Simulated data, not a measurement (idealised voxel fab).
Herein follows the process module entitled voxel ribs on slabs.
Cross-section cut: width 155 nm, square cells of 5 nm.
Heads up, the way a cross-section reads in here is a grid of square cells, handed over as bands from the top down, with every band being one or more rows of cells.
Band: top and bottom heights (nm) first, top before bottom; then materials from left to right, widths in nm. "all across" marks a sole material filling the band edge to edge. "blank" denotes empty space.
Zero point of the height axis is 0; under it, received wafer = one material. Lowest band: continues down indefinitely, "0 nm and below".
A width such as "30 to 40" changes by the same amount from each row of cells to the next, from the band's top row to its bottom row.
What does "no alterations made" mean for a step? It means no cell of the cross-section changed in that step.
Empty spaces counting at least 8 cells and having no open way to the top are listed in "Closed voids list". The notation width x height at distance is used for each, the distance being from the left edge and all three values in nm.
The remark found on a step's line after its settings is issued by the simulator itself and pertains to that step.
"overlay nm" denotes, for a step that has a mask, the displacement of the mask to the right of its planned place, with negative values corresponding to the left.
# The process steps that were planned are listed below
- 1: RECEIVE: material Si
- 2: DIRECTIONAL_DEP: material SiO2, thk nm 20
- 3: DIRECTIONAL_DEP: material polySi, thk nm 25
- 4: MASKED_ETCH: tone cover, mask id RIB, width nm 30, etch materials polySi, depth nm 20, overlay nm 0
- 5: DIRECTIONAL_DEP: material aC, thk nm 15
- 6: PATTERN: tone cover, mask id SLAB, material resist, width nm 60, thk nm 35, overlay nm 0
- 7: DIRECTIONAL_ETCH: etch materials aC, depth nm 15
- 8: STRIP: etch materials resist
- 9: DIRECTIONAL_ETCH: etch materials polySi, depth nm 5
- 10: STRIP: etch materials aC
- 11: FILL_DEP: material SiO2, thk nm 20
- 12: CMP: height nm 60
- 13: DIRECTIONAL_DEP: material W, thk nm 10
- 14: PATTERN: tone cover, mask id HEATER, material resist, width nm 40, thk nm 15, overlay nm 0
- 15: DIRECTIONAL_ETCH: etch materials W, depth nm 10
- 16: STRIP: etch materials resist
- 17: CONFORMAL_DEP: material SiO2, thk nm 10
# Of two wafers, the first: run according to plan
# Cross-section of the wafer upon arrival, representing the state reached after step 1
  0 nm and below = Si all across
  Closed voids list: none
# You're looking at a cross-section of the wafer after step 2
  20 nm to 0 nm = SiO2 all across
  Beneath the level 0, the cross-section is identical to its previous state.
# You're looking at a cross-section of the wafer after step 3
  45 nm to 20 nm = polySi all across
  Beneath the level 20, the cross-section is identical to its previous state.
# You're looking at a cross-section of the wafer after step 4
  45 nm to 25 nm = blank 60 nm / polySi 30 nm / blank 65 nm
  Beneath the level 25, the cross-section is identical to its previous state.
# You're looking at a cross-section of the wafer after step 5
  60 nm to 45 nm = blank 60 nm / aC 30 nm / blank 65 nm
  45 nm to 40 nm = blank 60 nm / polySi 30 nm / blank 65 nm
  40 nm to 25 nm = aC 60 nm / polySi 30 nm / aC 65 nm
  Beneath the level 25, the cross-section is identical to its previous state.
# You're looking at a cross-section of the wafer after step 6
  95 nm to 60 nm = blank 45 nm / resist 60 nm / blank 50 nm
  60 nm to 45 nm = blank 45 nm / resist 15 nm / aC 30 nm / resist 15 nm / blank 50 nm
  45 nm to 40 nm = blank 45 nm / resist 15 nm / polySi 30 nm / resist 15 nm / blank 50 nm
  Beneath the level 40, the cross-section is identical to its previous state.
# You're looking at a cross-section of the wafer after step 7
  80 nm to 60 nm = blank 45 nm / resist 60 nm / blank 50 nm
  60 nm to 45 nm = blank 45 nm / resist 15 nm / aC 30 nm / resist 15 nm / blank 50 nm
  45 nm to 40 nm = blank 45 nm / resist 15 nm / polySi 30 nm / resist 15 nm / blank 50 nm
  40 nm to 25 nm = blank 45 nm / aC 15 nm / polySi 30 nm / aC 15 nm / blank 50 nm
  Beneath the level 25, the cross-section is identical to its previous state.
# You're looking at a cross-section of the wafer after step 8
  60 nm to 45 nm = blank 60 nm / aC 30 nm / blank 65 nm
  45 nm to 40 nm = blank 60 nm / polySi 30 nm / blank 65 nm
  Beneath the level 40, the cross-section is identical to its previous state.
# You're looking at a cross-section of the wafer after step 9
  60 nm to 45 nm = blank 60 nm / aC 30 nm / blank 65 nm
  45 nm to 40 nm = blank 60 nm / polySi 30 nm / blank 65 nm
  40 nm to 25 nm = blank 45 nm / aC 15 nm / polySi 30 nm / aC 15 nm / blank 50 nm
  25 nm to 20 nm = blank 45 nm / polySi 60 nm / blank 50 nm
  Beneath the level 20, the cross-section is identical to its previous state.
# You're looking at a cross-section of the wafer after step 10
  45 nm to 25 nm = blank 60 nm / polySi 30 nm / blank 65 nm
  Beneath the level 25, the cross-section is identical to its previous state.
# You're looking at a cross-section of the wafer after step 11
  65 nm to 45 nm = SiO2 all across
  45 nm to 25 nm = SiO2 60 nm / polySi 30 nm / SiO2 65 nm
  25 nm to 20 nm = SiO2 45 nm / polySi 60 nm / SiO2 50 nm
  Beneath the level 20, the cross-section is identical to its previous state.
# You're looking at a cross-section of the wafer after step 12
  60 nm to 45 nm = SiO2 all across
  Beneath the level 45, the cross-section is identical to its previous state.
# You're looking at a cross-section of the wafer after step 13
  70 nm to 60 nm = W all across
  Beneath the level 60, the cross-section is identical to its previous state.
# You're looking at a cross-section of the wafer after step 14
  85 nm to 70 nm = blank 55 nm / resist 40 nm / blank 60 nm
  Beneath the level 70, the cross-section is identical to its previous state.
# You're looking at a cross-section of the wafer after step 15
  85 nm to 70 nm = blank 55 nm / resist 40 nm / blank 60 nm
  70 nm to 60 nm = blank 55 nm / W 40 nm / blank 60 nm
  Beneath the level 60, the cross-section is identical to its previous state.
# You're looking at a cross-section of the wafer after step 16
  70 nm to 60 nm = blank 55 nm / W 40 nm / blank 60 nm
  Beneath the level 60, the cross-section is identical to its previous state.
# You're looking at a cross-section of the wafer after step 17
  80 nm to 70 nm = blank 45 nm / SiO2 60 nm / blank 50 nm
  70 nm to 60 nm = SiO2 55 nm / W 40 nm / SiO2 60 nm
  Beneath the level 60, the cross-section is identical to its previous state.
# The second wafer was prepared from the same starting point and under the same plan as the first; its processing contained one mistake, and it remains indistinguishable from the first wafer up to and including step 16
# Look at the second wafer in cross-section at the time step 17 ought to have finished
  80 nm to 70 nm = blank 45 nm / polySi 60 nm / blank 50 nm
  70 nm to 60 nm = polySi 55 nm / W 40 nm / polySi 60 nm
  Beneath the level 60, the cross-section is identical to its previous state.
Diagnosis: step 17 changed vs plan, executed as CONFORMAL_DEP: material polySi, thk nm 10
Materials where the second wafer ends with more or fewer cells than the first: -70 SiO2; +70 polySi
